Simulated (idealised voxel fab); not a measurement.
A process module follows: voxel double patterning.
Square cell edge 5 nm, section width 200 nm, ID cut.
Cross-section format: a grid of square cells, given as bands from top to bottom; each band is one or more rows of cells. What a band's entry tells you: where the top is and where the bottom is, as heights in nm, and after that what lies inside, material by material from left to right, each with its width in nm. Empty space is written as the word "blank", and a single material marked with the word "edge to edge" occupies the band from edge to edge. Where do heights start? At 0: under that level the wafer as delivered is made of one material only. And the lowest band has no floor; it just carries on downward, as in "0 -> down". Read "30..40" as a graded width: first number on top, second number at the bottom, same change between each pair of neighbouring rows. Take "nothing was modified" at face value: in the step it is given for, the cross-section changed in none of its cells. Closed-off voids of 8+ cells (no open route to the top) go in "Closed-off voids", written width x height at distance from the left edge, in nm. Where a step's line continues beyond its settings, the continuation is a remark by the simulator itself on that step. overlay nm: right-of-plan distance of the mask on a masked step; negative values mean left-of-plan.

# The process steps that were planned are listed below
step 1: RECEIVE,material Si
step 2: CONFORMAL_DEP,material SiO2,thk nm 10
step 3: DIRECTIONAL_DEP,material polySi,thk nm 10
step 4: DIRECTIONAL_DEP,material SiN,thk nm 5
step 5: MASKED_ETCH,tone open,mask id FIRST,width nm 15,pitch nm 50,etch materials SiN,depth nm 5,overlay nm 0
step 6: PATTERN,tone open,mask id SECOND,material resist,width nm 15,pitch nm 50,thk nm 15,overlay nm 0
step 7: DIRECTIONAL_ETCH,etch materials SiN,depth nm 5
step 8: STRIP,etch materials resist
step 9: DIRECTIONAL_ETCH,etch materials polySi,depth nm 20
step 10: STRIP,etch materials SiN
Be aware that, although all wafers share a common starting state, the thk nm at step 3 differs among them, and the plan displays the first wafer's value.

# Cross-section of the first incoming wafer of several, state after step 1
* 0 -> down | Si edge to edge
* Closed-off voids: none

# The table below has one row for each wafer; a row shows, as of the end of the module, how many cells of each material the wafer has gained, marked (+), or lost, marked (-), since it was received, and then the wafer's closed voids
thk nm 10; +80 SiO2; +50 polySi; Closed-off voids: none
thk nm 15; +80 SiO2; +75 polySi; Closed-off voids: none
thk nm 20; +80 SiO2; +100 polySi; Closed-off voids: none
thk nm 25; +80 SiO2; +140 polySi; Closed-off voids: none
thk nm 30; +80 SiO2; +180 polySi; Closed-off voids: none
thk nm 35; +80 SiO2; +220 polySi; Closed-off voids: none
